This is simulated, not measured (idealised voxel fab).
The following is a process module called voxel self aligned vias.
It is cross-section cut that appears here, measuring 260 nm in width, its square cells being 5 nm in size.
Cross-section format: a grid of square cells, given as bands from top to bottom; each band is one or more rows of cells.
Heads up on the band format: heights come first, top then bottom, in nm. After that it's the materials left to right, each with its width in nm. A single material flagged "edge to edge" fills the whole band edge to edge, and "air" means there's empty space there.
Heights are measured from 0, the level below which the as-received wafer is all one material; the lowest band has no bottom and continues downward, written as in "0 -> down".
Think of "30->40" as a width that walks from the first number to the second as you go down the band, top row to bottom row, taking equal-sized steps from row to row.
Step marked "changes: none"? Then no cell in the cross-section changed in it.
So "Entrapped void list" is basically the list of trapped voids: any empty space of 8 cells or more that can't reach the top through an opening. They're written width x height at distance, the distance being from the left edge, and it's all nm.
Past the settings on a step's line: simulator remark, on that step.
overlay nm: right-of-plan distance of the mask on a masked step; negative values mean left-of-plan.

Here's what the planned process steps look like:
step 1: op RECEIVE | material Si
step 2: op CONFORMAL_DEP | material SiO2 | thk nm 10
step 3: op CONFORMAL_DEP | material SiCN | thk nm 5
step 4: op DIRECTIONAL_DEP | material lowk | thk nm 30
step 5: op MASKED_ETCH | tone open | mask id LINES | width nm 25 | pitch nm 60 | etch materials lowk | depth nm 30 | overlay nm 0
step 6: op CONFORMAL_DEP | material TiN | thk nm 5
step 7: op FILL_DEP | material Ru | thk nm 10
step 8: op CMP | height nm 45
step 9: op SELECTIVE_ETCH | etch materials W Ru TiN | depth nm 5
step 10: op FILL_DEP | material SiN | thk nm 5
step 11: op CMP | height nm 45
step 12: op DIRECTIONAL_DEP | material lowk | thk nm 15
step 13: op PATTERN | tone open | mask id VIAS | material resist | width nm 35 | pitch nm 60 | thk nm 15 | overlay nm 0
step 14: op DIRECTIONAL_ETCH | etch materials lowk | depth nm 15
step 15: op DIRECTIONAL_ETCH | etch materials SiN | depth nm 5
step 16: op STRIP | etch materials resist
step 17: op CONFORMAL_DEP | material TiN | thk nm 5
step 18: op FILL_DEP | material Cu | thk nm 10
step 19: op CMP | height nm 60
step 20: op CONFORMAL_DEP | material SiCN | thk nm 5

Wafer as received: cross-section following step 1:
  0 -> down  Si edge to edge
  Entrapped void list: none

Looking at the first of two wafers in cross-section at end of module - ran to plan:
  65 -> 60  SiCN edge to edge
  60 -> 50  50 of lowk / 5 of TiN / 25 of Cu / 5 of TiN / 25 of lowk / 5 of TiN / 25 of Cu / 5 of TiN / 25 of lowk / 5 of TiN / 25 of Cu / 5 of TiN / 55 of lowk
  50 -> 45  50 of lowk / 10 of TiN / 15 of Cu / 10 of TiN / 25 of lowk / 10 of TiN / 15 of Cu / 10 of TiN / 25 of lowk / 10 of TiN / 15 of Cu / 10 of TiN / 55 of lowk
  45 -> 40  55 of lowk / 25 of TiN / 35 of lowk / 25 of TiN / 35 of lowk / 25 of TiN / 60 of lowk
  40 -> 20  55 of lowk / 5 of TiN / 15 of Ru / 5 of TiN / 35 of lowk / 5 of TiN / 15 of Ru / 5 of TiN / 35 of lowk / 5 of TiN / 15 of Ru / 5 of TiN / 60 of lowk
  20 -> 15  55 of lowk / 25 of TiN / 35 of lowk / 25 of TiN / 35 of lowk / 25 of TiN / 60 of lowk
  15 -> 10  SiCN edge to edge
  10 -> 0  SiO2 edge to edge
  0 -> down  Si edge to edge
  Entrapped void list: none

Wafer two, sectioned after the module: the first wafer's start, the first wafer's plan, and one mistake in how it was run:
  65 -> 60  SiCN edge to edge
  60 -> 50  50 of lowk / 5 of TiN / 25 of Cu / 5 of TiN / 25 of lowk / 5 of TiN / 25 of Cu / 5 of TiN / 25 of lowk / 5 of TiN / 25 of Cu / 5 of TiN / 55 of lowk
  50 -> 45  50 of lowk / 35 of TiN / 25 of lowk / 35 of TiN / 25 of lowk / 35 of TiN / 55 of lowk
  45 -> 40  SiCN edge to edge
  40 -> 10  lowk edge to edge
  10 -> 0  SiO2 edge to edge
  0 -> down  Si edge to edge
  Entrapped void list: none
What was done differently from what was planned? the executed order of steps 3 and 4 is the reverse of that specified in the plan, each step having taken the other's position
End of process, cell counts, second wafer against first, materials with more or fewer: 9 fewer of Cu | 36 fewer of Ru | 45 fewer of TiN | 90 more of lowk
